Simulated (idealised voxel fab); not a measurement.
Module name: voxel trench capacitor (process module)
Xsec cut, 160 nm wide, square cell size 5 nm.
Reading order for cross-sections: top band down to bottom band. Underlying form: a grid of square cells. Band size: one or more rows of cells. This entry defines a band. It first specifies the height of the band's top and the height of its bottom in nm, and then specifies the band's materials from left to right, stating each material with its width in nm. The word "edge to edge" identifies a single material that fills the band from edge to edge, while the word "air" identifies empty space. Heights are measured from 0, the level below which the as-received wafer is all one material; the lowest band has no bottom and continues downward, written as in "0 -> down". Think of "30..40" as a width that walks from the first number to the second as you go down the band, top row to bottom row, taking equal-sized steps from row to row. Where the words "nothing got changed" appear for a step, the cross-section shows no cell changed by that step; every cell remained as before. Look at "Closed void table" for the closed voids: empty spaces with no open path to the top, sized 8 cells or up. Each is width x height at distance, distance from the left edge, all nm. Heads up: the bit after the settings on a step's line is the simulator's remark on that step. The setting "overlay nm" may be written on the line of a step. When the step uses a mask, the value reports how far to the right of the planned place the mask lay, and a negative value reports that it lay to the left.

Process steps foreseen in the plan:
1: RECEIVE [material Si]
2: CONFORMAL_DEP [material SiN] [thk nm 10]
3: MASKED_ETCH [tone open] [mask id TRENCH] [width nm 20] [pitch nm 35] [etch materials SiN] [depth nm 10] [overlay nm 0]
4: MASKED_ETCH [tone open] [mask id TRENCH] [width nm 20] [pitch nm 35] [etch materials Si] [depth nm 35] [overlay nm 0]
5: CONFORMAL_DEP [material SiO2] [thk nm 5]
6: FILL_DEP [material polySi] [thk nm 10]
7: CMP [height nm 10]

Cross-section of the wafer at receipt, which is the condition after step 1:
* 0 -> down: Si edge to edge
* Closed void table: none

Cross-section, end of module. Start: as above. Plan: as above. Execution: one mistake:
* 10 -> 5: 30 nm polySi  5 nm SiO2  20 nm SiN  5 nm SiO2  5 nm polySi  5 nm SiO2  20 nm SiN  5 nm SiO2  5 nm polySi  5 nm SiO2  20 nm SiN  5 nm SiO2  30 nm polySi
* 5 -> 0: 35 nm SiO2  20 nm SiN  15 nm SiO2  20 nm SiN  15 nm SiO2  20 nm SiN  35 nm SiO2
* 0 -> down: Si edge to edge
* Closed void table: none
What was the processing mistake? step 3, actual vs plan mismatch, actual run MASKED_ETCH [tone cover] [mask id TRENCH] [width nm 20] [pitch nm 35] [etch materials SiN] [depth nm 10] [overlay nm 0]
